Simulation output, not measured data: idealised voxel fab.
The name of this process module is voxel transistor to metal.
Square cell edge 5 nm, section width 180 nm, ID cut.
Notation: cross-section as square-cell grid; stated in bands, top first, going down; one or more cell rows per band.
A band entry consists of two parts. The first gives the height of the band's top and the height of its bottom, in nm. The rest lists the band's materials from left to right, each with its width in nm. A single material labelled with the word "edge to edge" fills the band from edge to edge, and the word "blank" marks empty space.
Height reference: 0 = level under which incoming wafer is all one material. Lowest band: no bottom, runs on downward, e.g. "0 -> down".
The width entry "30..40" should be interpreted row by row: the top row of cells in the band takes the first number, the bottom row takes the second number, and the change between adjacent rows is uniform throughout.
The designation "no modification", where it is given for a processing step, indicates that no cell of the cross-section was altered in the course of that step.
The entry titled "Sealed internal cavities" provides the empty spaces that have no open way to the top, restricted to those of 8 cells or more. Each is presented as width x height at distance, the distance being measured from the left edge, with all three in nm.
Whatever follows a step's settings on its line is a remark the simulator itself makes about that step.
overlay nm: for a step with a mask, the amount by which the mask lay right of where it was planned; a negative amount means left of it.
### Listed below are the process steps as planned
1. RECEIVE | material Si
2. CONFORMAL_DEP | material SiO2 | thk nm 5
3. CONFORMAL_DEP | material SiN | thk nm 10
4. DIRECTIONAL_DEP | material aC | thk nm 15
5. PATTERN | tone cover | mask id ACTIVE | material resist | width nm 115 | thk nm 35 | overlay nm 0
6. DIRECTIONAL_ETCH | etch materials aC | depth nm 15
7. STRIP | etch materials resist
8. DIRECTIONAL_ETCH | etch materials SiN | depth nm 10
9. DIRECTIONAL_ETCH | etch materials SiO2 | depth nm 5
10. DIRECTIONAL_ETCH | etch materials Si | depth nm 20
11. STRIP | etch materials aC
12. OXIDIZE | depth nm 5
13. FILL_DEP | material SiO2 | thk nm 15
14. CMP | height nm 15
15. SELECTIVE_ETCH | etch materials SiO2 | depth nm 5
16. STRIP | etch materials SiN
17. SELECTIVE_ETCH | etch materials SiO2 | depth nm 5
18. OXIDIZE | depth nm 5
19. DIRECTIONAL_DEP | material polySi | thk nm 30
20. DIRECTIONAL_DEP | material SiCN | thk nm 10
21. MASKED_ETCH | tone cover | mask id GATE | width nm 25 | etch materials SiCN | depth nm 20 | overlay nm 0
22. MASKED_ETCH | tone cover | mask id GATE | width nm 15 | etch materials polySi | depth nm 40 | overlay nm 0
23. CONFORMAL_DEP | material SiN | thk nm 5
24. DIRECTIONAL_ETCH | etch materials SiN | depth nm 5
25. DIRECTIONAL_ETCH | etch materials SiO2 | depth nm 5
26. DIRECTIONAL_ETCH | etch materials Si | depth nm 15
27. EPI | material nSi | thk nm 15
28. FILL_DEP | material SiO2 | thk nm 5
29. CMP | height nm 30
30. STRIP | etch materials polySi
31. SELECTIVE_ETCH | etch materials SiO2 | depth nm 5
32. CONFORMAL_DEP | material HfO2 | thk nm 5
33. CONFORMAL_DEP | material TiN | thk nm 5
34. FILL_DEP | material W | thk nm 10
35. CMP | height nm 25
36. DIRECTIONAL_DEP | material SiO2 | thk nm 10
37. MASKED_ETCH | tone open | mask id CONTACT | width nm 15 | pitch nm 80 | etch materials SiO2 | depth nm 40 | overlay nm 0
38. CONFORMAL_DEP | material TiN | thk nm 5
39. FILL_DEP | material W | thk nm 5
40. CMP | height nm 35
41. DIRECTIONAL_DEP | material TiN | thk nm 5
42. DIRECTIONAL_DEP | material Ru | thk nm 20
43. MASKED_ETCH | tone cover | mask id METAL_1 | width nm 15 | pitch nm 80 | etch materials Ru | depth nm 20 | overlay nm 0
44. MASKED_ETCH | tone cover | mask id METAL_1 | width nm 15 | pitch nm 80 | etch materials TiN | depth nm 5 | overlay nm 0
45. CONFORMAL_DEP | material SiN | thk nm 5
46. FILL_DEP | material SiO2 | thk nm 10
47. CMP | height nm 60
48. CONFORMAL_DEP | material SiCN | thk nm 5
Wafers differ in width nm at step 22; plan lists the first wafer's value; identical starting state.
### First of several wafers (as received, post step 1), cross-sectional view
    0 -> down: Si edge to edge
    Sealed internal cavities: none
### Quick look at the cross-section of the first of several wafers after step 48, which wraps up the module
    65 -> 60: SiCN edge to edge
    60 -> 40: SiO2: 35  SiN: 5  Ru: 15  SiN: 5  SiO2: 55  SiN: 5  Ru: 15  SiN: 5  SiO2: 40
    40 -> 35: SiN: 40  TiN: 15  SiN: 65  TiN: 15  SiN: 45
    35 -> 25: SiO2: 40  TiN: 5  W: 5  TiN: 5  SiO2: 65  TiN: 5  W: 5  TiN: 5  SiO2: 45
    25 -> 10: SiO2: 40  TiN: 5  W: 5  TiN: 5  SiO2: 15  SiN: 5  HfO2: 5  TiN: 5  W: 5  TiN: 5  HfO2: 5  SiN: 5  SiO2: 15  TiN: 5  W: 5  TiN: 5  SiO2: 45
    10 -> 5: SiO2: 40  TiN: 5  W: 5  TiN: 5  nSi: 15  SiN: 5  HfO2: 5  TiN: 5  W: 5  TiN: 5  HfO2: 5  SiN: 5  nSi: 15  TiN: 5  W: 5  TiN: 5  SiO2: 45
    5 -> 0: SiO2: 25  SiN: 5  SiO2: 10  TiN: 5  W: 5  TiN: 5  nSi: 15  SiN: 5  HfO2: 5  TiN: 15  HfO2: 5  SiN: 5  nSi: 15  TiN: 5  W: 5  TiN: 5  SiO2: 10  SiN: 5  SiO2: 30
    0 -> -5: SiO2: 40  TiN: 15  nSi: 15  HfO2: 35  nSi: 15  TiN: 15  SiO2: 45
    -5 -> -20: SiO2: 35  nSi: 35  Si: 35  nSi: 35  SiO2: 40
    -20 -> -25: SiO2: 35  Si: 105  SiO2: 40
    -25 -> down: Si edge to edge
    Sealed internal cavities: none
### Sectional view of the last wafer upon completion of the module
    65 -> 60: SiCN edge to edge
    60 -> 40: SiO2: 35  SiN: 5  Ru: 15  SiN: 5  SiO2: 55  SiN: 5  Ru: 15  SiN: 5  SiO2: 40
    40 -> 35: SiN: 40  TiN: 15  SiN: 65  TiN: 15  SiN: 45
    35 -> 25: SiO2: 40  TiN: 5  W: 5  TiN: 5  SiO2: 65  TiN: 5  W: 5  TiN: 5  SiO2: 45
    25 -> 15: SiO2: 40  TiN: 5  W: 5  TiN: 5  SiO2: 10  SiN: 5  HfO2: 5  TiN: 5  W: 15  TiN: 5  HfO2: 5  SiN: 5  SiO2: 10  TiN: 5  W: 5  TiN: 5  SiO2: 45
    15 -> 10: SiO2: 40  TiN: 15  SiO2: 10  SiN: 5  HfO2: 5  TiN: 5  W: 15  TiN: 5  HfO2: 5  SiN: 5  SiO2: 10  TiN: 15  SiO2: 45
    10 -> 5: SiO2: 40  TiN: 10  nSi: 15  SiN: 5  HfO2: 5  TiN: 5  W: 15  TiN: 5  HfO2: 5  SiN: 5  nSi: 15  TiN: 10  SiO2: 45
    5 -> 0: SiO2: 25  SiN: 5  SiO2: 10  TiN: 10  nSi: 15  SiN: 5  HfO2: 5  TiN: 25  HfO2: 5  SiN: 5  nSi: 15  TiN: 10  SiO2: 10  SiN: 5  SiO2: 30
    0 -> -5: SiO2: 40  TiN: 10  nSi: 15  HfO2: 45  nSi: 15  TiN: 10  SiO2: 45
    -5 -> -20: SiO2: 35  nSi: 30  Si: 45  nSi: 30  SiO2: 40
    -20 -> -25: SiO2: 35  Si: 105  SiO2: 40
    -25 -> down: Si edge to edge
    Sealed internal cavities: none
### Quick key for the table: a row per wafer, taken at the end of the module. For each material it tells you how many cells the wafer gained (+) or lost (-) since it came in, and the closed voids come after
width nm 15, +17 HfO2, +24 Ru, -138 Si, +36 SiCN, +58 SiN, +342 SiO2, +51 TiN, +18 W, +60 nSi, Sealed internal cavities: none
width nm 20, +17 HfO2, +24 Ru, -138 Si, +36 SiCN, +58 SiN, +342 SiO2, +51 TiN, +18 W, +60 nSi, Sealed internal cavities: none
width nm 25, +17 HfO2, +24 Ru, -138 Si, +36 SiCN, +58 SiN, +342 SiO2, +51 TiN, +18 W, +60 nSi, Sealed internal cavities: none
width nm 30, +18 HfO2, +24 Ru, -135 Si, +36 SiCN, +58 SiN, +339 SiO2, +52 TiN, +19 W, +57 nSi, Sealed internal cavities: none
width nm 35, +19 HfO2, +24 Ru, -132 Si, +36 SiCN, +58 SiN, +336 SiO2, +53 TiN, +20 W, +54 nSi, Sealed internal cavities: none
